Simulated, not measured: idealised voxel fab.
The process module presented herein is designated voxel ribs on slabs.
It is cross-section cut that appears here, measuring 195 nm in width, its square cells being 5 nm in size.
Cross-section layout: square cells on a grid; listed as bands, top to bottom; a band spans one or more cell rows.
Band: top and bottom heights (nm) first, top before bottom; then materials from left to right, widths in nm. "throughout" marks a sole material filling the band edge to edge. "empty" denotes empty space.
Heights are expressed relative to 0, this being the level below which the as-received wafer comprises one material exclusively. The lowest band is unbounded in the downward direction and is denoted as in "0 -> down".
Quick explanation for "30..40": the width changes in equal steps down the rows of cells, from the first number in the band's top row to the second number in its bottom row.
A step reported as "remained the same" is a step in which no cell of the cross-section changed.
"Enclosed void inventory": empty spaces of 8 cells or more with no open way to the top, each given as width x height at distance, distance from the left edge, all in nm.
Note: text after step settings on the step line = simulator remark on that step.
overlay nm: how far to the right of its planned place the mask lay on this masked step (negative: to the left).
The steps planned for the process are as follows
1: RECEIVE with material Si
2: DIRECTIONAL_DEP with material SiO2, thk nm 20
3: DIRECTIONAL_DEP with material SiN, thk nm 25
4: MASKED_ETCH with tone cover, mask id RIB, width nm 15, etch materials SiN, depth nm 5, overlay nm 0
5: PATTERN with tone cover, mask id SLAB, material resist, width nm 55, thk nm 15, overlay nm 0
6: DIRECTIONAL_ETCH with etch materials SiN, depth nm 20
7: STRIP with etch materials resist
8: FILL_DEP with material SiO2, thk nm 30
9: CMP with height nm 65
10: DIRECTIONAL_DEP with material W, thk nm 10
11: DIRECTIONAL_DEP with material aC, thk nm 10
12: PATTERN with tone cover, mask id HEATER, material resist, width nm 25, thk nm 25, overlay nm 0
13: DIRECTIONAL_ETCH with etch materials aC, depth nm 10
14: STRIP with etch materials resist
15: DIRECTIONAL_ETCH with etch materials W, depth nm 10
16: STRIP with etch materials aC
17: CONFORMAL_DEP with material SiN, thk nm 10
Wafer, first of two, run as planned
As received, after step 1
    0 -> down | Si throughout
    Enclosed void inventory: none
The wafer in cross-section once step 2 is complete
    20 -> 0 | SiO2 throughout
    Everything under 0 stays put, no change at all.
The wafer in cross-section once step 3 is complete
    45 -> 20 | SiN throughout
    Everything under 20 stays put, no change at all.
The wafer in cross-section once step 4 is complete
    45 -> 40 | empty (90), then SiN (15), then empty (90)
    Everything under 40 stays put, no change at all.
The wafer in cross-section once step 5 is complete
    60 -> 45 | empty (70), then resist (55), then empty (70)
    45 -> 40 | empty (70), then resist (20), then SiN (15), then resist (20), then empty (70)
    Everything under 40 stays put, no change at all.
The wafer in cross-section once step 6 is complete
    60 -> 45 | empty (70), then resist (55), then empty (70)
    45 -> 40 | empty (70), then resist (20), then SiN (15), then resist (20), then empty (70)
    40 -> 20 | empty (70), then SiN (55), then empty (70)
    Everything under 20 stays put, no change at all.
The wafer in cross-section once step 7 is complete
    45 -> 40 | empty (90), then SiN (15), then empty (90)
    Everything under 40 stays put, no change at all.
The wafer in cross-section once step 8 is complete
    75 -> 45 | SiO2 throughout
    45 -> 40 | SiO2 (90), then SiN (15), then SiO2 (90)
    40 -> 20 | SiO2 (70), then SiN (55), then SiO2 (70)
    Everything under 20 stays put, no change at all.
The wafer in cross-section once step 9 is complete
    65 -> 45 | SiO2 throughout
    Everything under 45 stays put, no change at all.
The wafer in cross-section once step 10 is complete
    75 -> 65 | W throughout
    Everything under 65 stays put, no change at all.
The wafer in cross-section once step 11 is complete
    85 -> 75 | aC throughout
    Everything under 75 stays put, no change at all.
The wafer in cross-section once step 12 is complete
    110 -> 85 | empty (85), then resist (25), then empty (85)
    Everything under 85 stays put, no change at all.
The wafer in cross-section once step 13 is complete
    100 -> 85 | empty (85), then resist (25), then empty (85)
    85 -> 75 | empty (85), then aC (25), then empty (85)
    Everything under 75 stays put, no change at all.
The wafer in cross-section once step 14 is complete
    85 -> 75 | empty (85), then aC (25), then empty (85)
    Everything under 75 stays put, no change at all.
The wafer in cross-section once step 15 is complete
    85 -> 75 | empty (85), then aC (25), then empty (85)
    75 -> 65 | empty (85), then W (25), then empty (85)
    Everything under 65 stays put, no change at all.
The wafer in cross-section once step 16 is complete
    75 -> 65 | empty (85), then W (25), then empty (85)
    Everything under 65 stays put, no change at all.
The wafer in cross-section once step 17 is complete
    85 -> 75 | empty (75), then SiN (45), then empty (75)
    75 -> 65 | SiN (85), then W (25), then SiN (85)
    Everything under 65 stays put, no change at all.
Here the second wafer is described. Its start and its plan were those of the first wafer. Its run contained one mistake. Up to and including step 1, it did exactly what the first wafer did
Second wafer shown in cross-section at the time step 2 was slated to end
    40 -> 0 | SiO2 throughout
    Everything under 0 stays put, no change at all.
Second wafer shown in cross-section at the time step 3 was slated to end
    65 -> 40 | SiN throughout
    Everything under 40 stays put, no change at all.
Second wafer shown in cross-section at the time step 4 was slated to end
    65 -> 60 | empty (90), then SiN (15), then empty (90)
    Everything under 60 stays put, no change at all.
Second wafer shown in cross-section at the time step 5 was slated to end
    80 -> 65 | empty (70), then resist (55), then empty (70)
    65 -> 60 | empty (70), then resist (20), then SiN (15), then resist (20), then empty (70)
    Everything under 60 stays put, no change at all.
Second wafer shown in cross-section at the time step 6 was slated to end
    80 -> 65 | empty (70), then resist (55), then empty (70)
    65 -> 60 | empty (70), then resist (20), then SiN (15), then resist (20), then empty (70)
    60 -> 40 | empty (70), then SiN (55), then empty (70)
    Everything under 40 stays put, no change at all.
Second wafer shown in cross-section at the time step 7 was slated to end
    65 -> 60 | empty (90), then SiN (15), then empty (90)
    Everything under 60 stays put, no change at all.
Second wafer shown in cross-section at the time step 8 was slated to end
    95 -> 65 | SiO2 throughout
    65 -> 60 | SiO2 (90), then SiN (15), then SiO2 (90)
    60 -> 40 | SiO2 (70), then SiN (55), then SiO2 (70)
    Everything under 40 stays put, no change at all.
Second wafer shown in cross-section at the time step 9 was slated to end
    65 -> 60 | SiO2 (90), then SiN (15), then SiO2 (90)
    Everything under 60 stays put, no change at all.
Second wafer shown in cross-section at the time step 10 was slated to end
    75 -> 65 | W throughout
    Everything under 65 stays put, no change at all.
Second wafer shown in cross-section at the time step 11 was slated to end
    85 -> 75 | aC throughout
    Everything under 75 stays put, no change at all.
Second wafer shown in cross-section at the time step 12 was slated to end
    110 -> 85 | empty (85), then resist (25), then empty (85)
    Everything under 85 stays put, no change at all.
Second wafer shown in cross-section at the time step 13 was slated to end
    100 -> 85 | empty (85), then resist (25), then empty (85)
    85 -> 75 | empty (85), then aC (25), then empty (85)
    Everything under 75 stays put, no change at all.
Second wafer shown in cross-section at the time step 14 was slated to end
    85 -> 75 | empty (85), then aC (25), then empty (85)
    Everything under 75 stays put, no change at all.
Second wafer shown in cross-section at the time step 15 was slated to end
    85 -> 75 | empty (85), then aC (25), then empty (85)
    75 -> 65 | empty (85), then W (25), then empty (85)
    Everything under 65 stays put, no change at all.
Second wafer shown in cross-section at the time step 16 was slated to end
    75 -> 65 | empty (85), then W (25), then empty (85)
    Everything under 65 stays put, no change at all.
Second wafer shown in cross-section at the time step 17 was slated to end
    85 -> 75 | empty (75), then SiN (45), then empty (75)
    75 -> 65 | SiN (85), then W (25), then SiN (85)
    Everything under 65 stays put, no change at all.
Plan not followed: step 2 from the plan got run twice
at the end the second wafer has, in cells: as many of each material as the first, in other places
